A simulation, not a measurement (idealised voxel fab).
process module | voxel ribs on slabs
cross-section cut | 265 nm wide | cells 5 nm
A cross-section is a grid of square cells, given in bands from the top down. A band is one or more rows of cells.
Each band's line starts with the height of the band's top and of its bottom, in nm. Then come its materials from left to right, each with its width in nm. One material with "throughout" fills the band from edge to edge. "air" is empty space.
Height 0 is the level under which the wafer as received is all one material. The lowest band goes on downwards, as in "0 down".
A width such as "30 to 40" changes by the same amount from each row of cells to the next, from the band's top row to its bottom row.
"no change" after a step means that no cell of the cross-section changed.
closed voids: empty space of 8 cells or more with no open way to the top, each as width x height at its distance from the left edge, in nm
after a step's settings: what the simulator itself notes on the step
overlay nm, on a step with a mask: how far to the right of its planned place the mask lay; to the left if negative
plan
1 op RECEIVE | material Si
2 op DIRECTIONAL_DEP | material SiO2 | thk nm 30
3 op DIRECTIONAL_DEP | material polySi | thk nm 20
4 op DIRECTIONAL_DEP | material aC | thk nm 10
5 op PATTERN | tone cover | mask id RIB | material resist | width nm 25 | thk nm 25 | overlay nm 0
6 op DIRECTIONAL_ETCH | etch materials aC | depth nm 10
7 op STRIP | etch materials resist
8 op DIRECTIONAL_ETCH | etch materials polySi | depth nm 10
9 op STRIP | etch materials aC
10 op MASKED_ETCH | tone cover | mask id SLAB | width nm 85 | etch materials polySi | depth nm 10 | overlay nm 0
11 op FILL_DEP | material SiO2 | thk nm 30
12 op CMP | height nm 70
13 op DIRECTIONAL_DEP | material TiN | thk nm 5
14 op DIRECTIONAL_DEP | material aC | thk nm 10
15 op PATTERN | tone cover | mask id HEATER | material resist | width nm 35 | thk nm 30 | overlay nm 0
16 op DIRECTIONAL_ETCH | etch materials aC | depth nm 10
17 op STRIP | etch materials resist
18 op DIRECTIONAL_ETCH | etch materials TiN | depth nm 5
19 op STRIP | etch materials aC
20 op CONFORMAL_DEP | material SiN | thk nm 5
as received, after step 1
  0 down: Si throughout
  closed voids: none
first wafer at the end, as planned
  80 to 75: air 110 | SiN 45 | air 110
  75 to 70: SiN 115 | TiN 35 | SiN 115
  70 to 50: SiO2 throughout
  50 to 40: SiO2 120 | polySi 25 | SiO2 120
  40 to 30: SiO2 90 | polySi 85 | SiO2 90
  30 to 0: SiO2 throughout
  0 down: Si throughout
  closed voids: none
second wafer at the end: like start, like plan, one mistake
  80 to 75: air 110 | SiN 45 | air 110
  75 to 70: SiN 115 | TiN 35 | SiN 115
  70 to 50: SiO2 throughout
  50 to 40: SiO2 90 | polySi 85 | SiO2 90
  40 to 30: aC throughout
  30 to 0: SiO2 throughout
  0 down: Si throughout
  closed voids: none
what went wrong: steps 3 and 4 were swapped
at the end the second wafer has, in cells: 96 fewer of SiO2 | 106 more of aC | 10 fewer of polySi
